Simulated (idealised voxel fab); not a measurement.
Title: Process Module voxel gate over fins
Displayed cross-section: cut, width of 295 nm, square cells sized 5 nm.
A cross-section is written here as square cells arranged in a grid, and it is given in bands from the top down, each band taking up one or more rows of cells.
Top, bottom (nm), then materials left to right with widths (nm); lone material tagged "full width" fills the whole band edge to edge; "air" = empty space.
For the purposes of this specification, 0 denotes the height below which the wafer in its as-received condition is composed wholly of one material, and the lowermost band, lacking a lower limit, extends downward without end, as expressed in "0 and below".
Top row gets the first number, bottom row gets the second, and each row in between changes by the same step: that is how a band width like "30->40" works.
Where the words "changes: none" appear for a step, the cross-section shows no cell changed by that step; every cell remained as before.
In the "Trapped voids" entry, you get each enclosed empty space of 8 cells or more, one with no open way to the top, written width x height at distance, distance from the left edge, in nm.
after a step's settings: what the simulator itself notes on the step
If you see "overlay nm" on a step's line and that step has a mask, it's telling you how far right of where it was planned the mask ended up; a negative number means it went left instead.
Structure of the following material. The material consists of pairs of cross-sections. Each pair comprises the cross-section before one process step and the cross-section after that step, the latter shown only down to the lowest band that changed. The step between the cross-sections is specified beneath each pair, including its settings. Pairs are not necessarily consecutive: they may derive from different runs of this module performed on the same starting wafer. Continuity with the pair above is to be assumed only where the entry headed "Before-step section" of the pair in question states it.
BEFORE-STEP SECTION
> 10 down to 0 | 120 nm SiO2  20 nm SiN  15 nm SiO2  20 nm SiN  120 nm SiO2
> 0 down to -40 | 120 nm SiO2  20 nm Si  15 nm SiO2  20 nm Si  120 nm SiO2
> -40 and below | Si full width
> Trapped voids: none
SECTION, POST-STEP
> 10 down to 0 | 120 nm air  20 nm SiN  15 nm air  20 nm SiN  120 nm air
> 0 down to -10 | 120 nm air  20 nm Si  15 nm air  20 nm Si  120 nm air
> Everything under -10 stays put, no change at all.
> Trapped voids: none
Connecting step for the cross-sections above: SELECTIVE_ETCH | etch materials SiO2 | depth nm 20
Before-step section: The prior state of this step coincides with the post-step cross-section of the pair just above.
SECTION, POST-STEP
> 0 down to -10 | 120 nm air  20 nm Si  15 nm air  20 nm Si  120 nm air
> Everything under -10 stays put, no change at all.
> Trapped voids: none
Connecting step for the cross-sections above: STRIP | etch materials SiN
Before-step section: The prior state of this step coincides with the post-step cross-section of the pair just above.
SECTION, POST-STEP
> 5 down to 0 | 115 nm air  30 nm HfO2  5 nm air  30 nm HfO2  115 nm air
> 0 down to -5 | 115 nm air  5 nm HfO2  20 nm Si  5 nm HfO2  5 nm air  5 nm HfO2  20 nm Si  5 nm HfO2  115 nm air
> -5 down to -10 | 120 nm HfO2  20 nm Si  15 nm HfO2  20 nm Si  120 nm HfO2
> Everything under -10 stays put, no change at all.
> Trapped voids: none
Connecting step for the cross-sections above: CONFORMAL_DEP | material HfO2 | thk nm 5
Before-step section: The prior state of this step coincides with the post-step cross-section of the pair just above.
SECTION, POST-STEP
> 10 down to 5 | 110 nm air  75 nm TiN  110 nm air
> 5 down to 0 | 110 nm air  5 nm TiN  30 nm HfO2  5 nm TiN  30 nm HfO2  5 nm TiN  110 nm air
> 0 down to -5 | 115 nm TiN  5 nm HfO2  20 nm Si  5 nm HfO2  5 nm TiN  5 nm HfO2  20 nm Si  5 nm HfO2  115 nm TiN
> Everything under -5 stays put, no change at all.
> Trapped voids: none
Connecting step for the cross-sections above: CONFORMAL_DEP | material TiN | thk nm 5
Before-step section: The prior state of this step coincides with the post-step cross-section of the pair just above.
SECTION, POST-STEP
> 15 down to 10 | 105 nm air  85 nm TiAl  105 nm air
> 10 down to 5 | 105 nm air  5 nm TiAl  75 nm TiN  5 nm TiAl  105 nm air
> 5 down to 0 | 110 nm TiAl  5 nm TiN  30 nm HfO2  5 nm TiN  30 nm HfO2  5 nm TiN  110 nm TiAl
> Everything under 0 stays put, no change at all.
> Trapped voids: none
Connecting step for the cross-sections above: CONFORMAL_DEP | material TiAl | thk nm 5
Before-step section: The prior state of this step coincides with the post-step cross-section of the pair just above.
SECTION, POST-STEP
> 20 down to 15 | 100 nm air  95 nm TiN  100 nm air
> 15 down to 10 | 100 nm air  5 nm TiN  85 nm TiAl  5 nm TiN  100 nm air
> 10 down to 5 | 105 nm TiN  5 nm TiAl  75 nm TiN  5 nm TiAl  105 nm TiN
> Everything under 5 stays put, no change at all.
> Trapped voids: none
Connecting step for the cross-sections above: CONFORMAL_DEP | material TiN | thk nm 5
Before-step section: The prior state of this step coincides with the post-step cross-section of the pair just above.
SECTION, POST-STEP
> 35 down to 20 | W full width
> 20 down to 15 | 100 nm W  95 nm TiN  100 nm W
> 15 down to 10 | 100 nm W  5 nm TiN  85 nm TiAl  5 nm TiN  100 nm W
> Everything under 10 stays put, no change at all.
> Trapped voids: none
Connecting step for the cross-sections above: FILL_DEP | material W | thk nm 15
Before-step section: The prior state of this step coincides with the post-step cross-section of the pair just above.
SECTION, POST-STEP
> 30 down to 20 | W full width
> Everything under 20 stays put, no change at all.
> Trapped voids: none
Connecting step for the cross-sections above: CMP | height nm 30
Before-step section: The prior state of this step coincides with the post-step cross-section of the pair just above.
SECTION, POST-STEP
> 35 down to 30 | SiCN full width
> Everything under 30 stays put, no change at all.
> Trapped voids: none
Connecting step for the cross-sections above: CONFORMAL_DEP | material SiCN | thk nm 5
BEFORE-STEP SECTION
> 25 down to 10 | aC full width
> 10 down to 0 | SiN full width
> 0 and below | Si full width
> Trapped voids: none
SECTION, POST-STEP
> 60 down to 25 | 115 nm air  15 nm resist  20 nm air  15 nm resist  130 nm air
> Everything under 25 stays put, no change at all.
> Trapped voids: none
Connecting step for the cross-sections above: PATTERN | tone cover | mask id FINS | material resist | width nm 15 | pitch nm 35 | thk nm 35 | overlay nm -5
Before-step section: The prior state of this step coincides with the post-step cross-section of the pair just above.
SECTION, POST-STEP
> 45 down to 25 | 115 nm air  15 nm resist  20 nm air  15 nm resist  130 nm air
> 25 down to 10 | 115 nm air  15 nm aC  20 nm air  15 nm aC  130 nm air
> Everything under 10 stays put, no change at all.
> Trapped voids: none
Connecting step for the cross-sections above: DIRECTIONAL_ETCH | etch materials aC | depth nm 15
Before-step section: The prior state of this step coincides with the post-step cross-section of the pair just above.
SECTION, POST-STEP
> 25 down to 10 | 115 nm air  15 nm aC  20 nm air  15 nm aC  130 nm air
> Everything under 10 stays put, no change at all.
> Trapped voids: none
Connecting step for the cross-sections above: STRIP | etch materials resist
Before-step section: The prior state of this step coincides with the post-step cross-section of the pair just above.
SECTION, POST-STEP
> 25 down to 10 | 115 nm air  15 nm aC  20 nm air  15 nm aC  130 nm air
> 10 down to 0 | 115 nm air  15 nm SiN  20 nm air  15 nm SiN  130 nm air
> Everything under 0 stays put, no change at all.
> Trapped voids: none
Connecting step for the cross-sections above: DIRECTIONAL_ETCH | etch materials SiN | depth nm 10
Before-step section: The prior state of this step coincides with the post-step cross-section of the pair just above.
SECTION, POST-STEP
> 25 down to 10 | 115 nm air  15 nm aC  20 nm air  15 nm aC  130 nm air
> 10 down to 0 | 115 nm air  15 nm SiN  20 nm air  15 nm SiN  130 nm air
> 0 down to -40 | 115 nm air  15 nm Si  20 nm air  15 nm Si  130 nm air
> Everything under -40 stays put, no change at all.
> Trapped voids: none
Connecting step for the cross-sections above: DIRECTIONAL_ETCH | etch materials Si | depth nm 40
Before-step section: The prior state of this step coincides with the post-step cross-section of the pair just above.
SECTION, POST-STEP
> 10 down to 0 | 115 nm air  15 nm SiN  20 nm air  15 nm SiN  130 nm air
> Everything under 0 stays put, no change at all.
> Trapped voids: none
Connecting step for the cross-sections above: STRIP | etch materials aC
Before-step section: The prior state of this step coincides with the post-step cross-section of the pair just above.
SECTION, POST-STEP
> 20 down to 10 | SiO2 full width
> 10 down to 0 | 115 nm SiO2  15 nm SiN  20 nm SiO2  15 nm SiN  130 nm SiO2
> 0 down to -40 | 115 nm SiO2  15 nm Si  20 nm SiO2  15 nm Si  130 nm SiO2
> Everything under -40 stays put, no change at all.
> Trapped voids: none
Connecting step for the cross-sections above: FILL_DEP | material SiO2 | thk nm 10
Before-step section: The prior state of this step coincides with the post-step cross-section of the pair just above.
SECTION, POST-STEP
> 10 down to 0 | 115 nm SiO2  15 nm SiN  20 nm SiO2  15 nm SiN  130 nm SiO2
> Everything under 0 stays put, no change at all.
> Trapped voids: none
Connecting step for the cross-sections above: CMP | height nm 10
Before-step section: The prior state of this step coincides with the post-step cross-section of the pair just above.
SECTION, POST-STEP
> 10 down to 0 | 115 nm air  15 nm SiN  20 nm air  15 nm SiN  130 nm air
> 0 down to -10 | 115 nm air  15 nm Si  20 nm air  15 nm Si  130 nm air
> Everything under -10 stays put, no change at all.
> Trapped voids: none
Connecting step for the cross-sections above: SELECTIVE_ETCH | etch materials SiO2 | depth nm 20
Before-step section: The prior state of this step coincides with the post-step cross-section of the pair just above.
SECTION, POST-STEP
> 0 down to -10 | 115 nm air  15 nm Si  20 nm air  15 nm Si  130 nm air
> Everything under -10 stays put, no change at all.
> Trapped voids: none
Connecting step for the cross-sections above: STRIP | etch materials SiN
Before-step section: The prior state of this step coincides with the post-step cross-section of the pair just above.
SECTION, POST-STEP
> 5 down to 0 | 110 nm air  25 nm HfO2  10 nm air  25 nm HfO2  125 nm air
> 0 down to -5 | 110 nm air  5 nm HfO2  15 nm Si  5 nm HfO2  10 nm air  5 nm HfO2  15 nm Si  5 nm HfO2  125 nm air
> -5 down to -10 | 115 nm HfO2  15 nm Si  20 nm HfO2  15 nm Si  130 nm HfO2
> Everything under -10 stays put, no change at all.
> Trapped voids: none
Connecting step for the cross-sections above: CONFORMAL_DEP | material HfO2 | thk nm 5
Before-step section: The prior state of this step coincides with the post-step cross-section of the pair just above.
SECTION, POST-STEP
> 10 down to 5 | 105 nm air  70 nm TiN  120 nm air
> 5 down to 0 | 105 nm air  5 nm TiN  25 nm HfO2  10 nm TiN  25 nm HfO2  5 nm TiN  120 nm air
> 0 down to -5 | 110 nm TiN  5 nm HfO2  15 nm Si  5 nm HfO2  10 nm TiN  5 nm HfO2  15 nm Si  5 nm HfO2  125 nm TiN
> Everything under -5 stays put, no change at all.
> Trapped voids: none
Connecting step for the cross-sections above: CONFORMAL_DEP | material TiN | thk nm 5
Before-step section: The prior state of this step coincides with the post-step cross-section of the pair just above.
SECTION, POST-STEP
> 15 down to 10 | 100 nm air  80 nm TiAl  115 nm air
> 10 down to 5 | 100 nm air  5 nm TiAl  70 nm TiN  5 nm TiAl  115 nm air
> 5 down to 0 | 105 nm TiAl  5 nm TiN  25 nm HfO2  10 nm TiN  25 nm HfO2  5 nm TiN  120 nm TiAl
> Everything under 0 stays put, no change at all.
> Trapped voids: none
Connecting step for the cross-sections above: CONFORMAL_DEP | material TiAl | thk nm 5
Before-step section: The prior state of this step coincides with the post-step cross-section of the pair just above.
SECTION, POST-STEP
> 20 down to 15 | 95 nm air  90 nm TiN  110 nm air
> 15 down to 10 | 95 nm air  5 nm TiN  80 nm TiAl  5 nm TiN  110 nm air
> 10 down to 5 | 100 nm TiN  5 nm TiAl  70 nm TiN  5 nm TiAl  115 nm TiN
> Everything under 5 stays put, no change at all.
> Trapped voids: none
Connecting step for the cross-sections above: CONFORMAL_DEP | material TiN | thk nm 5
Before-step section: The prior state of this step coincides with the post-step cross-section of the pair just above.
SECTION, POST-STEP
> 35 down to 20 | W full width
> 20 down to 15 | 95 nm W  90 nm TiN  110 nm W
> 15 down to 10 | 95 nm W  5 nm TiN  80 nm TiAl  5 nm TiN  110 nm W
> Everything under 10 stays put, no change at all.
> Trapped voids: none
Connecting step for the cross-sections above: FILL_DEP | material W | thk nm 15
Before-step section: The prior state of this step coincides with the post-step cross-section of the pair just above.
SECTION, POST-STEP
> 30 down to 20 | W full width
> Everything under 20 stays put, no change at all.
> Trapped voids: none
Connecting step for the cross-sections above: CMP | height nm 30
Before-step section: The prior state of this step coincides with the post-step cross-section of the pair just above.
SECTION, POST-STEP
> 35 down to 30 | SiCN full width
> Everything under 30 stays put, no change at all.
> Trapped voids: none
Connecting step for the cross-sections above: CONFORMAL_DEP | material SiCN | thk nm 5
BEFORE-STEP SECTION
> 0 down to -10 | 120 nm air  15 nm Si  20 nm air  15 nm Si  125 nm air
> -10 down to -40 | 120 nm SiO2  15 nm Si  20 nm SiO2  15 nm Si  125 nm SiO2
> -40 and below | Si full width
> Trapped voids: none
SECTION, POST-STEP
> 5 down to 0 | 115 nm air  25 nm aC  10 nm air  25 nm aC  120 nm air
> 0 down to -5 | 115 nm air  5 nm aC  15 nm Si  5 nm aC  10 nm air  5 nm aC  15 nm Si  5 nm aC  120 nm air
> -5 down to -10 | 120 nm aC  15 nm Si  20 nm aC  15 nm Si  125 nm aC
> Everything under -10 stays put, no change at all.
> Trapped voids: none
Connecting step for the cross-sections above: CONFORMAL_DEP | material aC | thk nm 5
Before-step section: The prior state of this step coincides with the post-step cross-section of the pair just above.
SECTION, POST-STEP
> 10 down to 5 | 110 nm air  70 nm TiN  115 nm air
> 5 down to 0 | 110 nm air  5 nm TiN  25 nm aC  10 nm TiN  25 nm aC  5 nm TiN  115 nm air
> 0 down to -5 | 115 nm TiN  5 nm aC  15 nm Si  5 nm aC  10 nm TiN  5 nm aC  15 nm Si  5 nm aC  120 nm TiN
> Everything under -5 stays put, no change at all.
> Trapped voids: none
Connecting step for the cross-sections above: CONFORMAL_DEP | material TiN | thk nm 5
Before-step section: The prior state of this step coincides with the post-step cross-section of the pair just above.
SECTION, POST-STEP
> 15 down to 10 | 105 nm air  80 nm TiAl  110 nm air
> 10 down to 5 | 105 nm air  5 nm TiAl  70 nm TiN  5 nm TiAl  110 nm air
> 5 down to 0 | 110 nm TiAl  5 nm TiN  25 nm aC  10 nm TiN  25 nm aC  5 nm TiN  115 nm TiAl
> Everything under 0 stays put, no change at all.
> Trapped voids: none
Connecting step for the cross-sections above: CONFORMAL_DEP | material TiAl | thk nm 5
Before-step section: The prior state of this step coincides with the post-step cross-section of the pair just above.
SECTION, POST-STEP
> 20 down to 15 | 100 nm air  90 nm TiN  105 nm air
> 15 down to 10 | 100 nm air  5 nm TiN  80 nm TiAl  5 nm TiN  105 nm air
> 10 down to 5 | 105 nm TiN  5 nm TiAl  70 nm TiN  5 nm TiAl  110 nm TiN
> Everything under 5 stays put, no change at all.
> Trapped voids: none
Connecting step for the cross-sections above: CONFORMAL_DEP | material TiN | thk nm 5
Before-step section: The prior state of this step coincides with the post-step cross-section of the pair just above.
SECTION, POST-STEP
> 35 down to 20 | W full width
> 20 down to 15 | 100 nm W  90 nm TiN  105 nm W
> 15 down to 10 | 100 nm W  5 nm TiN  80 nm TiAl  5 nm TiN  105 nm W
> Everything under 10 stays put, no change at all.
> Trapped voids: none
Connecting step for the cross-sections above: FILL_DEP | material W | thk nm 15
Before-step section: The prior state of this step coincides with the post-step cross-section of the pair just above.
SECTION, POST-STEP
> 30 down to 20 | W full width
> Everything under 20 stays put, no change at all.
> Trapped voids: none
Connecting step for the cross-sections above: CMP | height nm 30
Before-step section: The prior state of this step coincides with the post-step cross-section of the pair just above.
SECTION, POST-STEP
> 35 down to 30 | SiCN full width
> Everything under 30 stays put, no change at all.
> Trapped voids: none
Connecting step for the cross-sections above: CONFORMAL_DEP | material SiCN | thk nm 5
BEFORE-STEP SECTION
> 25 down to 10 | aC full width
> 10 down to 0 | SiN full width
> 0 and below | Si full width
> Trapped voids: none
SECTION, POST-STEP
> 60 down to 25 | 120 nm resist  15 nm air  20 nm resist  15 nm air  125 nm resist
> Everything under 25 stays put, no change at all.
> Trapped voids: none
Connecting step for the cross-sections above: PATTERN | tone open | mask id FINS | material resist | width nm 15 | pitch nm 35 | thk nm 35 | overlay nm 0
Before-step section: The prior state of this step coincides with the post-step cross-section of the pair just above.
SECTION, POST-STEP
> 45 down to 25 | 120 nm resist  15 nm air  20 nm resist  15 nm air  125 nm resist
> 25 down to 10 | 120 nm aC  15 nm air  20 nm aC  15 nm air  125 nm aC
> Everything under 10 stays put, no change at all.
> Trapped voids: none
Connecting step for the cross-sections above: DIRECTIONAL_ETCH | etch materials aC | depth nm 15
Before-step section: The prior state of this step coincides with the post-step cross-section of the pair just above.
SECTION, POST-STEP
> 25 down to 10 | 120 nm aC  15 nm air  20 nm aC  15 nm air  125 nm aC
> Everything under 10 stays put, no change at all.
> Trapped voids: none
Connecting step for the cross-sections above: STRIP | etch materials resist
Before-step section: The prior state of this step coincides with the post-step cross-section of the pair just above.
SECTION, POST-STEP
> 25 down to 10 | 120 nm aC  15 nm air  20 nm aC  15 nm air  125 nm aC
> 10 down to 0 | 120 nm SiN  15 nm air  20 nm SiN  15 nm air  125 nm SiN
> Everything under 0 stays put, no change at all.
> Trapped voids: none
Connecting step for the cross-sections above: DIRECTIONAL_ETCH | etch materials SiN | depth nm 10
Before-step section: The prior state of this step coincides with the post-step cross-section of the pair just above.
SECTION, POST-STEP
> 25 down to 10 | 120 nm aC  15 nm air  20 nm aC  15 nm air  125 nm aC
> 10 down to 0 | 120 nm SiN  15 nm air  20 nm SiN  15 nm air  125 nm SiN
> 0 down to -40 | 120 nm Si  15 nm air  20 nm Si  15 nm air  125 nm Si
> Everything under -40 stays put, no change at all.
> Trapped voids: none
Connecting step for the cross-sections above: DIRECTIONAL_ETCH | etch materials Si | depth nm 40
Before-step section: The prior state of this step coincides with the post-step cross-section of the pair just above.
SECTION, POST-STEP
> 10 down to 0 | 120 nm SiN  15 nm air  20 nm SiN  15 nm air  125 nm SiN
> Everything under 0 stays put, no change at all.
> Trapped voids: none
Connecting step for the cross-sections above: STRIP | etch materials aC
Before-step section: The prior state of this step coincides with the post-step cross-section of the pair just above.
SECTION, POST-STEP
> 20 down to 10 | SiO2 full width
> 10 down to 0 | 120 nm SiN  15 nm SiO2  20 nm SiN  15 nm SiO2  125 nm SiN
> 0 down to -40 | 120 nm Si  15 nm SiO2  20 nm Si  15 nm SiO2  125 nm Si
> Everything under -40 stays put, no change at all.
> Trapped voids: none
Connecting step for the cross-sections above: FILL_DEP | material SiO2 | thk nm 10
Before-step section: The prior state of this step coincides with the post-step cross-section of the pair just above.
SECTION, POST-STEP
> 10 down to 0 | 120 nm SiN  15 nm SiO2  20 nm SiN  15 nm SiO2  125 nm SiN
> Everything under 0 stays put, no change at all.
> Trapped voids: none
Connecting step for the cross-sections above: CMP | height nm 10
Before-step section: The prior state of this step coincides with the post-step cross-section of the pair just above.
SECTION, POST-STEP
> 10 down to 0 | 120 nm SiN  15 nm air  20 nm SiN  15 nm air  125 nm SiN
> 0 down to -10 | 120 nm Si  15 nm air  20 nm Si  15 nm air  125 nm Si
> Everything under -10 stays put, no change at all.
> Trapped voids: none
Connecting step for the cross-sections above: SELECTIVE_ETCH | etch materials SiO2 | depth nm 20
Before-step section: The prior state of this step coincides with the post-step cross-section of the pair just above.
SECTION, POST-STEP
> 0 down to -10 | 120 nm Si  15 nm air  20 nm Si  15 nm air  125 nm Si
> Everything under -10 stays put, no change at all.
> Trapped voids: none
Connecting step for the cross-sections above: STRIP | etch materials SiN
Before-step section: The prior state of this step coincides with the post-step cross-section of the pair just above.
SECTION, POST-STEP
> 5 down to 0 | 125 nm HfO2  5 nm air  30 nm HfO2  5 nm air  130 nm HfO2
> 0 down to -5 | 120 nm Si  5 nm HfO2  5 nm air  5 nm HfO2  20 nm Si  5 nm HfO2  5 nm air  5 nm HfO2  125 nm Si
> -5 down to -10 | 120 nm Si  15 nm HfO2  20 nm Si  15 nm HfO2  125 nm Si
> Everything under -10 stays put, no change at all.
> Trapped voids: none
Connecting step for the cross-sections above: CONFORMAL_DEP | material HfO2 | thk nm 5
Before-step section: The prior state of this step coincides with the post-step cross-section of the pair just above.
SECTION, POST-STEP
> 10 down to 5 | TiN full width
> 5 down to 0 | 125 nm HfO2  5 nm TiN  30 nm HfO2  5 nm TiN  130 nm HfO2
> 0 down to -5 | 120 nm Si  5 nm HfO2  5 nm TiN  5 nm HfO2  20 nm Si  5 nm HfO2  5 nm TiN  5 nm HfO2  125 nm Si
> Everything under -5 stays put, no change at all.
> Trapped voids: none
Connecting step for the cross-sections above: CONFORMAL_DEP | material TiN | thk nm 5
Before-step section: The prior state of this step coincides with the post-step cross-section of the pair just above.
SECTION, POST-STEP
> 15 down to 10 | TiAl full width
> Everything under 10 stays put, no change at all.
> Trapped voids: none
Connecting step for the cross-sections above: CONFORMAL_DEP | material TiAl | thk nm 5
Before-step section: The prior state of this step coincides with the post-step cross-section of the pair just above.
SECTION, POST-STEP
> 20 down to 15 | TiN full width
> Everything under 15 stays put, no change at all.
> Trapped voids: none
Connecting step for the cross-sections above: CONFORMAL_DEP | material TiN | thk nm 5
Before-step section: The prior state of this step coincides with the post-step cross-section of the pair just above.
SECTION, POST-STEP
> 35 down to 20 | W full width
> Everything under 20 stays put, no change at all.
> Trapped voids: none
Connecting step for the cross-sections above: FILL_DEP | material W | thk nm 15
Before-step section: The prior state of this step coincides with the post-step cross-section of the pair just above.
SECTION, POST-STEP
> 30 down to 20 | W full width
> Everything under 20 stays put, no change at all.
> Trapped voids: none
Connecting step for the cross-sections above: CMP | height nm 30
Before-step section: The prior state of this step coincides with the post-step cross-section of the pair just above.
SECTION, POST-STEP
> 35 down to 30 | SiCN full width
> Everything under 30 stays put, no change at all.
> Trapped voids: none
Connecting step for the cross-sections above: CONFORMAL_DEP | material SiCN | thk nm 5
